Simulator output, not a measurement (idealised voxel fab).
Process module name: voxel spacer lines
Square cell edge 5 nm, section width 280 nm, ID cut.
Cross-section = grid of square cells, listed top down in bands; band = one or more rows.
Band entry format. Leading values: height of top, height of bottom, nm. Remainder: materials in left-to-right order, each with its width in nm. Special words: "everywhere" on a single material, which then fills the band edge to edge; "blank", empty space.
Heights are expressed relative to 0, this being the level below which the as-received wafer comprises one material exclusively. The lowest band is unbounded in the downward direction and is denoted as in "0 -> down".
The notation "30..40" denotes a width that varies across the rows of cells in the band, beginning at the first number in the top row, finishing at the second number in the bottom row, and changing by an identical amount from each row to the next.
"nothing altered" (step): cross-section cells unchanged, all of them.
For the entry "Closed void listing", the listed items are empty spaces with no open way to the top whose size is 8 cells or more; each item follows the pattern width x height at distance, where distance is from the left edge and all three are in nm.
Formally, on a step line, whatever follows the settings is a remark that the simulator itself makes on the step.
"overlay nm", when on a step's line for a step with a mask, measures how far to the right of its planned place the mask lay; a negative measure means to the left.
[Process steps foreseen in the plan]
- 1: RECEIVE: material Si
- 2: CONFORMAL_DEP: material Al2O3, thk nm 10
- 3: DIRECTIONAL_DEP: material SiN, thk nm 10
- 4: DIRECTIONAL_DEP: material aC, thk nm 20
- 5: PATTERN: tone cover, mask id MANDREL, material resist, width nm 15, pitch nm 50, thk nm 25, overlay nm 0
- 6: DIRECTIONAL_ETCH: etch materials aC, depth nm 20
- 7: STRIP: etch materials resist
- 8: CONFORMAL_DEP: material SiO2, thk nm 10
- 9: DIRECTIONAL_ETCH: etch materials SiO2, depth nm 10
- 10: STRIP: etch materials aC
- 11: DIRECTIONAL_ETCH: etch materials SiN, depth nm 10
- 12: STRIP: etch materials SiO2
- 13: FILL_DEP: material SiO2, thk nm 10
- 14: CMP: height nm 20
[First of the two wafers, run per plan]
[So this is the incoming wafer in cross-section - it's already been through step 1]
  0 -> down: Si everywhere
  Closed void listing: none
[The wafer, seen in cross-section, after step 2]
  10 -> 0: Al2O3 everywhere
  Below 0, no change.
[The wafer, seen in cross-section, after step 3]
  20 -> 10: SiN everywhere
  Below 10, no change.
[The wafer, seen in cross-section, after step 4]
  40 -> 20: aC everywhere
  Below 20, no change.
[The wafer, seen in cross-section, after step 5]
  65 -> 40: blank (105), then resist (15), then blank (35), then resist (15), then blank (110)
  Below 40, no change.
[The wafer, seen in cross-section, after step 6]
  45 -> 40: blank (105), then resist (15), then blank (35), then resist (15), then blank (110)
  40 -> 20: blank (105), then aC (15), then blank (35), then aC (15), then blank (110)
  Below 20, no change.
[The wafer, seen in cross-section, after step 7]
  40 -> 20: blank (105), then aC (15), then blank (35), then aC (15), then blank (110)
  Below 20, no change.
[The wafer, seen in cross-section, after step 8]
  50 -> 40: blank (95), then SiO2 (35), then blank (15), then SiO2 (35), then blank (100)
  40 -> 30: blank (95), then SiO2 (10), then aC (15), then SiO2 (10), then blank (15), then SiO2 (10), then aC (15), then SiO2 (10), then blank (100)
  30 -> 20: SiO2 (105), then aC (15), then SiO2 (35), then aC (15), then SiO2 (110)
  Below 20, no change.
[The wafer, seen in cross-section, after step 9]
  40 -> 20: blank (95), then SiO2 (10), then aC (15), then SiO2 (10), then blank (15), then SiO2 (10), then aC (15), then SiO2 (10), then blank (100)
  Below 20, no change.
[The wafer, seen in cross-section, after step 10]
  40 -> 20: blank (95), then SiO2 (10), then blank (15), then SiO2 (10), then blank (15), then SiO2 (10), then blank (15), then SiO2 (10), then blank (100)
  Below 20, no change.
[The wafer, seen in cross-section, after step 11]
  40 -> 20: blank (95), then SiO2 (10), then blank (15), then SiO2 (10), then blank (15), then SiO2 (10), then blank (15), then SiO2 (10), then blank (100)
  20 -> 10: blank (95), then SiN (10), then blank (15), then SiN (10), then blank (15), then SiN (10), then blank (15), then SiN (10), then blank (100)
  Below 10, no change.
[The wafer, seen in cross-section, after step 12]
  20 -> 10: blank (95), then SiN (10), then blank (15), then SiN (10), then blank (15), then SiN (10), then blank (15), then SiN (10), then blank (100)
  Below 10, no change.
[The wafer, seen in cross-section, after step 13]
  30 -> 20: SiO2 everywhere
  20 -> 10: SiO2 (95), then SiN (10), then SiO2 (15), then SiN (10), then SiO2 (15), then SiN (10), then SiO2 (15), then SiN (10), then SiO2 (100)
  Below 10, no change.
[The wafer, seen in cross-section, after step 14]
  20 -> 10: SiO2 (95), then SiN (10), then SiO2 (15), then SiN (10), then SiO2 (15), then SiN (10), then SiO2 (15), then SiN (10), then SiO2 (100)
  Below 10, no change.
[The second wafer began exactly as the first did and followed the same plan, but one mistake was made while running it; through step 1 inclusive, the two wafers are identical]
Cross-section of the second wafer at the time by which step 2 should have been completed according to the plan: nothing altered
[Cross-section of the second wafer at the time by which step 3 should have been completed according to the plan]
  10 -> 0: SiN everywhere
  Below 0, no change.
[Cross-section of the second wafer at the time by which step 4 should have been completed according to the plan]
  30 -> 10: aC everywhere
  Below 10, no change.
[Cross-section of the second wafer at the time by which step 5 should have been completed according to the plan]
  55 -> 30: blank (105), then resist (15), then blank (35), then resist (15), then blank (110)
  Below 30, no change.
[Cross-section of the second wafer at the time by which step 6 should have been completed according to the plan]
  35 -> 30: blank (105), then resist (15), then blank (35), then resist (15), then blank (110)
  30 -> 10: blank (105), then aC (15), then blank (35), then aC (15), then blank (110)
  Below 10, no change.
[Cross-section of the second wafer at the time by which step 7 should have been completed according to the plan]
  30 -> 10: blank (105), then aC (15), then blank (35), then aC (15), then blank (110)
  Below 10, no change.
[Cross-section of the second wafer at the time by which step 8 should have been completed according to the plan]
  40 -> 30: blank (95), then SiO2 (35), then blank (15), then SiO2 (35), then blank (100)
  30 -> 20: blank (95), then SiO2 (10), then aC (15), then SiO2 (10), then blank (15), then SiO2 (10), then aC (15), then SiO2 (10), then blank (100)
  20 -> 10: SiO2 (105), then aC (15), then SiO2 (35), then aC (15), then SiO2 (110)
  Below 10, no change.
[Cross-section of the second wafer at the time by which step 9 should have been completed according to the plan]
  30 -> 10: blank (95), then SiO2 (10), then aC (15), then SiO2 (10), then blank (15), then SiO2 (10), then aC (15), then SiO2 (10), then blank (100)
  Below 10, no change.
[Cross-section of the second wafer at the time by which step 10 should have been completed according to the plan]
  30 -> 10: blank (95), then SiO2 (10), then blank (15), then SiO2 (10), then blank (15), then SiO2 (10), then blank (15), then SiO2 (10), then blank (100)
  Below 10, no change.
[Cross-section of the second wafer at the time by which step 11 should have been completed according to the plan]
  30 -> 10: blank (95), then SiO2 (10), then blank (15), then SiO2 (10), then blank (15), then SiO2 (10), then blank (15), then SiO2 (10), then blank (100)
  10 -> 0: blank (95), then SiN (10), then blank (15), then SiN (10), then blank (15), then SiN (10), then blank (15), then SiN (10), then blank (100)
  Below 0, no change.
[Cross-section of the second wafer at the time by which step 12 should have been completed according to the plan]
  10 -> 0: blank (95), then SiN (10), then blank (15), then SiN (10), then blank (15), then SiN (10), then blank (15), then SiN (10), then blank (100)
  Below 0, no change.
[Cross-section of the second wafer at the time by which step 13 should have been completed according to the plan]
  20 -> 10: SiO2 everywhere
  10 -> 0: SiO2 (95), then SiN (10), then SiO2 (15), then SiN (10), then SiO2 (15), then SiN (10), then SiO2 (15), then SiN (10), then SiO2 (100)
  Below 0, no change.
Cross-section of the second wafer at the time by which step 14 should have been completed according to the plan: nothing altered
Plan not followed: step 2 of the plan: omitted, not performed
In the final state, the cell counts of the second wafer exceed or fall short of those of the first for the following materials: Al2O3 -112 | SiO2 +112
